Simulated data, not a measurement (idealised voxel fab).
Module name: voxel self aligned contacts (process module)
This is section cut - it's 235 nm across, gridded in 5 nm square cells.
Throughout this document, each cross-section is represented as a grid of square cells and is presented as a sequence of bands enumerated from the top downward, where a band comprises one or more rows of cells.
Per band: top height and bottom height in nm, followed by the left-to-right materials and their widths in nm; "full width" marks a single material spanning edge to edge, "empty" marks empty space.
Ref level 0: as-received wafer is one material below here. Bottom band extends down with no lower bound ("top 0, no bottom").
The notation "30 to 40" denotes a width that varies across the rows of cells in the band, beginning at the first number in the top row, finishing at the second number in the bottom row, and changing by an identical amount from each row to the next.
What does "no modifications" mean for a step? It means no cell of the cross-section changed in that step.
This entry, "Completely sealed voids", enumerates those empty regions of no fewer than 8 cells that possess no open connection to the top. Each region is reported in the form width x height at distance, the distance being taken from the left edge, with all three quantities expressed in nm.
It should be noted that, on the line of a given step, the content following the step's settings is a remark produced by the simulator itself with respect to that step.
overlay nm, on a step with a mask: how far to the right of its planned place the mask lay; to the left if negative
So here's the lineup of process steps we planned
step 1: RECEIVE [material Si]
step 2: OXIDIZE [depth nm 5]
step 3: DIRECTIONAL_DEP [material polySi] [thk nm 25]
step 4: DIRECTIONAL_DEP [material SiN] [thk nm 15]
step 5: PATTERN [tone cover] [mask id GATE] [material resist] [width nm 25] [pitch nm 60] [thk nm 15] [overlay nm 0]
step 6: DIRECTIONAL_ETCH [etch materials SiN] [depth nm 15]
step 7: DIRECTIONAL_ETCH [etch materials polySi] [depth nm 25]
step 8: STRIP [etch materials resist]
step 9: CONFORMAL_DEP [material SiN] [thk nm 5]
step 10: DIRECTIONAL_ETCH [etch materials SiN] [depth nm 5]
step 11: FILL_DEP [material SiO2] [thk nm 15]
step 12: CMP [height nm 45]
step 13: PATTERN [tone open] [mask id CONTACT] [material resist] [width nm 45] [pitch nm 60] [thk nm 15] [overlay nm 0]
step 14: DIRECTIONAL_ETCH [etch materials SiO2] [depth nm 50]
step 15: STRIP [etch materials resist]
step 16: CONFORMAL_DEP [material TiN] [thk nm 5]
step 17: FILL_DEP [material W] [thk nm 5]
step 18: CMP [height nm 45]
step 19: CONFORMAL_DEP [material SiN] [thk nm 5]
First out of two wafers; run went to plan
Cross-section of the wafer as it came to us, i.e., already through step 1
	top 0, no bottom = Si full width
	Completely sealed voids: none
After step 2: wafer cross-section
	top 0, bottom -5 = SiO2 full width
	Below -5, the layers are the same as they were.
After step 3: wafer cross-section
	top 25, bottom 0 = polySi full width
	Below 0, the layers are the same as they were.
After step 4: wafer cross-section
	top 40, bottom 25 = SiN full width
	Below 25, the layers are the same as they were.
After step 5: wafer cross-section
	top 55, bottom 40 = empty (45), then resist (25), then empty (35), then resist (25), then empty (35), then resist (25), then empty (45)
	Below 40, the layers are the same as they were.
After step 6: wafer cross-section
	top 55, bottom 40 = empty (45), then resist (25), then empty (35), then resist (25), then empty (35), then resist (25), then empty (45)
	top 40, bottom 25 = empty (45), then SiN (25), then empty (35), then SiN (25), then empty (35), then SiN (25), then empty (45)
	Below 25, the layers are the same as they were.
After step 7: wafer cross-section
	top 55, bottom 40 = empty (45), then resist (25), then empty (35), then resist (25), then empty (35), then resist (25), then empty (45)
	top 40, bottom 25 = empty (45), then SiN (25), then empty (35), then SiN (25), then empty (35), then SiN (25), then empty (45)
	top 25, bottom 0 = empty (45), then polySi (25), then empty (35), then polySi (25), then empty (35), then polySi (25), then empty (45)
	Below 0, the layers are the same as they were.
After step 8: wafer cross-section
	top 40, bottom 25 = empty (45), then SiN (25), then empty (35), then SiN (25), then empty (35), then SiN (25), then empty (45)
	Below 25, the layers are the same as they were.
After step 9: wafer cross-section
	top 45, bottom 25 = empty (40), then SiN (35), then empty (25), then SiN (35), then empty (25), then SiN (35), then empty (40)
	top 25, bottom 5 = empty (40), then SiN (5), then polySi (25), then SiN (5), then empty (25), then SiN (5), then polySi (25), then SiN (5), then empty (25), then SiN (5), then polySi (25), then SiN (5), then empty (40)
	top 5, bottom 0 = SiN (45), then polySi (25), then SiN (35), then polySi (25), then SiN (35), then polySi (25), then SiN (45)
	Below 0, the layers are the same as they were.
After step 10: wafer cross-section
	top 40, bottom 25 = empty (40), then SiN (35), then empty (25), then SiN (35), then empty (25), then SiN (35), then empty (40)
	top 25, bottom 0 = empty (40), then SiN (5), then polySi (25), then SiN (5), then empty (25), then SiN (5), then polySi (25), then SiN (5), then empty (25), then SiN (5), then polySi (25), then SiN (5), then empty (40)
	Below 0, the layers are the same as they were.
After step 11: wafer cross-section
	top 55, bottom 40 = SiO2 full width
	top 40, bottom 25 = SiO2 (40), then SiN (35), then SiO2 (25), then SiN (35), then SiO2 (25), then SiN (35), then SiO2 (40)
	top 25, bottom 0 = SiO2 (40), then SiN (5), then polySi (25), then SiN (5), then SiO2 (25), then SiN (5), then polySi (25), then SiN (5), then SiO2 (25), then SiN (5), then polySi (25), then SiN (5), then SiO2 (40)
	Below 0, the layers are the same as they were.
After step 12: wafer cross-section
	top 45, bottom 40 = SiO2 full width
	Below 40, the layers are the same as they were.
After step 13: wafer cross-section
	top 60, bottom 45 = resist (65), then empty (45), then resist (15), then empty (45), then resist (65)
	Below 45, the layers are the same as they were.
After step 14: wafer cross-section
	top 60, bottom 45 = resist (65), then empty (45), then resist (15), then empty (45), then resist (65)
	top 45, bottom 40 = SiO2 (65), then empty (45), then SiO2 (15), then empty (45), then SiO2 (65)
	top 40, bottom 25 = SiO2 (40), then SiN (35), then empty (25), then SiN (35), then empty (25), then SiN (35), then SiO2 (40)
	top 25, bottom 0 = SiO2 (40), then SiN (5), then polySi (25), then SiN (5), then empty (25), then SiN (5), then polySi (25), then SiN (5), then empty (25), then SiN (5), then polySi (25), then SiN (5), then SiO2 (40)
	top 0, bottom -5 = SiO2 (75), then empty (25), then SiO2 (35), then empty (25), then SiO2 (75)
	Below -5, the layers are the same as they were.
After step 15: wafer cross-section
	top 45, bottom 40 = SiO2 (65), then empty (45), then SiO2 (15), then empty (45), then SiO2 (65)
	Below 40, the layers are the same as they were.
After step 16: wafer cross-section
	top 50, bottom 45 = TiN (70), then empty (35), then TiN (25), then empty (35), then TiN (70)
	top 45, bottom 40 = SiO2 (65), then TiN (15), then empty (15), then TiN (15), then SiO2 (15), then TiN (15), then empty (15), then TiN (15), then SiO2 (65)
	top 40, bottom 25 = SiO2 (40), then SiN (35), then TiN (5), then empty (15), then TiN (5), then SiN (35), then TiN (5), then empty (15), then TiN (5), then SiN (35), then SiO2 (40)
	top 25, bottom 0 = SiO2 (40), then SiN (5), then polySi (25), then SiN (5), then TiN (5), then empty (15), then TiN (5), then SiN (5), then polySi (25), then SiN (5), then TiN (5), then empty (15), then TiN (5), then SiN (5), then polySi (25), then SiN (5), then SiO2 (40)
	top 0, bottom -5 = SiO2 (75), then TiN (25), then SiO2 (35), then TiN (25), then SiO2 (75)
	Below -5, the layers are the same as they were.
After step 17: wafer cross-section
	top 55, bottom 50 = W full width
	top 50, bottom 45 = TiN (70), then W (35), then TiN (25), then W (35), then TiN (70)
	top 45, bottom 40 = SiO2 (65), then TiN (15), then W (15), then TiN (15), then SiO2 (15), then TiN (15), then W (15), then TiN (15), then SiO2 (65)
	top 40, bottom 25 = SiO2 (40), then SiN (35), then TiN (5), then W (15), then TiN (5), then SiN (35), then TiN (5), then W (15), then TiN (5), then SiN (35), then SiO2 (40)
	top 25, bottom 0 = SiO2 (40), then SiN (5), then polySi (25), then SiN (5), then TiN (5), then W (15), then TiN (5), then SiN (5), then polySi (25), then SiN (5), then TiN (5), then W (15), then TiN (5), then SiN (5), then polySi (25), then SiN (5), then SiO2 (40)
	Below 0, the layers are the same as they were.
After step 18: wafer cross-section
	top 45, bottom 40 = SiO2 (65), then TiN (15), then W (15), then TiN (15), then SiO2 (15), then TiN (15), then W (15), then TiN (15), then SiO2 (65)
	Below 40, the layers are the same as they were.
After step 19: wafer cross-section
	top 50, bottom 45 = SiN full width
	Below 45, the layers are the same as they were.
second wafer: like start, like plan, one mistake. Through step 4 it matches the first wafer
Second wafer shown in cross-section at the time step 5 was slated to end
	top 55, bottom 40 = empty (45), then resist (30), then empty (30), then resist (30), then empty (30), then resist (30), then empty (40)
	Below 40, the layers are the same as they were.
Second wafer shown in cross-section at the time step 6 was slated to end
	top 55, bottom 40 = empty (45), then resist (30), then empty (30), then resist (30), then empty (30), then resist (30), then empty (40)
	top 40, bottom 25 = empty (45), then SiN (30), then empty (30), then SiN (30), then empty (30), then SiN (30), then empty (40)
	Below 25, the layers are the same as they were.
Second wafer shown in cross-section at the time step 7 was slated to end
	top 55, bottom 40 = empty (45), then resist (30), then empty (30), then resist (30), then empty (30), then resist (30), then empty (40)
	top 40, bottom 25 = empty (45), then SiN (30), then empty (30), then SiN (30), then empty (30), then SiN (30), then empty (40)
	top 25, bottom 0 = empty (45), then polySi (30), then empty (30), then polySi (30), then empty (30), then polySi (30), then empty (40)
	Below 0, the layers are the same as they were.
Second wafer shown in cross-section at the time step 8 was slated to end
	top 40, bottom 25 = empty (45), then SiN (30), then empty (30), then SiN (30), then empty (30), then SiN (30), then empty (40)
	Below 25, the layers are the same as they were.
Second wafer shown in cross-section at the time step 9 was slated to end
	top 45, bottom 25 = empty (40), then SiN (40), then empty (20), then SiN (40), then empty (20), then SiN (40), then empty (35)
	top 25, bottom 5 = empty (40), then SiN (5), then polySi (30), then SiN (5), then empty (20), then SiN (5), then polySi (30), then SiN (5), then empty (20), then SiN (5), then polySi (30), then SiN (5), then empty (35)
	top 5, bottom 0 = SiN (45), then polySi (30), then SiN (30), then polySi (30), then SiN (30), then polySi (30), then SiN (40)
	Below 0, the layers are the same as they were.
Second wafer shown in cross-section at the time step 10 was slated to end
	top 40, bottom 25 = empty (40), then SiN (40), then empty (20), then SiN (40), then empty (20), then SiN (40), then empty (35)
	top 25, bottom 0 = empty (40), then SiN (5), then polySi (30), then SiN (5), then empty (20), then SiN (5), then polySi (30), then SiN (5), then empty (20), then SiN (5), then polySi (30), then SiN (5), then empty (35)
	Below 0, the layers are the same as they were.
Second wafer shown in cross-section at the time step 11 was slated to end
	top 55, bottom 40 = SiO2 full width
	top 40, bottom 25 = SiO2 (40), then SiN (40), then SiO2 (20), then SiN (40), then SiO2 (20), then SiN (40), then SiO2 (35)
	top 25, bottom 0 = SiO2 (40), then SiN (5), then polySi (30), then SiN (5), then SiO2 (20), then SiN (5), then polySi (30), then SiN (5), then SiO2 (20), then SiN (5), then polySi (30), then SiN (5), then SiO2 (35)
	Below 0, the layers are the same as they were.
Second wafer shown in cross-section at the time step 12 was slated to end
	top 45, bottom 40 = SiO2 full width
	Below 40, the layers are the same as they were.
Second wafer shown in cross-section at the time step 13 was slated to end
	top 60, bottom 45 = resist (65), then empty (45), then resist (15), then empty (45), then resist (65)
	Below 45, the layers are the same as they were.
Second wafer shown in cross-section at the time step 14 was slated to end
	top 60, bottom 45 = resist (65), then empty (45), then resist (15), then empty (45), then resist (65)
	top 45, bottom 40 = SiO2 (65), then empty (45), then SiO2 (15), then empty (45), then SiO2 (65)
	top 40, bottom 25 = SiO2 (40), then SiN (40), then empty (20), then SiN (40), then empty (20), then SiN (40), then SiO2 (35)
	top 25, bottom 0 = SiO2 (40), then SiN (5), then polySi (30), then SiN (5), then empty (20), then SiN (5), then polySi (30), then SiN (5), then empty (20), then SiN (5), then polySi (30), then SiN (5), then SiO2 (35)
	top 0, bottom -5 = SiO2 (80), then empty (20), then SiO2 (40), then empty (20), then SiO2 (75)
	Below -5, the layers are the same as they were.
Second wafer shown in cross-section at the time step 15 was slated to end
	top 45, bottom 40 = SiO2 (65), then empty (45), then SiO2 (15), then empty (45), then SiO2 (65)
	Below 40, the layers are the same as they were.
Second wafer shown in cross-section at the time step 16 was slated to end
	top 50, bottom 45 = TiN (70), then empty (35), then TiN (25), then empty (35), then TiN (70)
	top 45, bottom 40 = SiO2 (65), then TiN (20), then empty (10), then TiN (15), then SiO2 (15), then TiN (20), then empty (10), then TiN (15), then SiO2 (65)
	top 40, bottom 25 = SiO2 (40), then SiN (40), then TiN (5), then empty (10), then TiN (5), then SiN (40), then TiN (5), then empty (10), then TiN (5), then SiN (40), then SiO2 (35)
	top 25, bottom 0 = SiO2 (40), then SiN (5), then polySi (30), then SiN (5), then TiN (5), then empty (10), then TiN (5), then SiN (5), then polySi (30), then SiN (5), then TiN (5), then empty (10), then TiN (5), then SiN (5), then polySi (30), then SiN (5), then SiO2 (35)
	top 0, bottom -5 = SiO2 (80), then TiN (20), then SiO2 (40), then TiN (20), then SiO2 (75)
	Below -5, the layers are the same as they were.
Second wafer shown in cross-section at the time step 17 was slated to end
	top 55, bottom 50 = W full width
	top 50, bottom 45 = TiN (70), then W (35), then TiN (25), then W (35), then TiN (70)
	top 45, bottom 40 = SiO2 (65), then TiN (20), then W (10), then TiN (15), then SiO2 (15), then TiN (20), then W (10), then TiN (15), then SiO2 (65)
	top 40, bottom 25 = SiO2 (40), then SiN (40), then TiN (5), then W (10), then TiN (5), then SiN (40), then TiN (5), then W (10), then TiN (5), then SiN (40), then SiO2 (35)
	top 25, bottom 0 = SiO2 (40), then SiN (5), then polySi (30), then SiN (5), then TiN (5), then W (10), then TiN (5), then SiN (5), then polySi (30), then SiN (5), then TiN (5), then W (10), then TiN (5), then SiN (5), then polySi (30), then SiN (5), then SiO2 (35)
	Below 0, the layers are the same as they were.
Second wafer shown in cross-section at the time step 18 was slated to end
	top 45, bottom 40 = SiO2 (65), then TiN (20), then W (10), then TiN (15), then SiO2 (15), then TiN (20), then W (10), then TiN (15), then SiO2 (65)
	Below 40, the layers are the same as they were.
Second wafer shown in cross-section at the time step 19 was slated to end
	top 50, bottom 45 = SiN full width
	Below 45, the layers are the same as they were.
What broke from the plan during processing? step 5 ran with different settings than intended, the actual operation and settings being PATTERN [tone cover] [mask id GATE] [material resist] [width nm 30] [pitch nm 60] [thk nm 15] [overlay nm 0]
Final tally in cells, some materials are higher or lower on the second wafer than on the first: SiN: 9 more; SiO2: 6 fewer; W: 18 fewer; polySi: 15 more
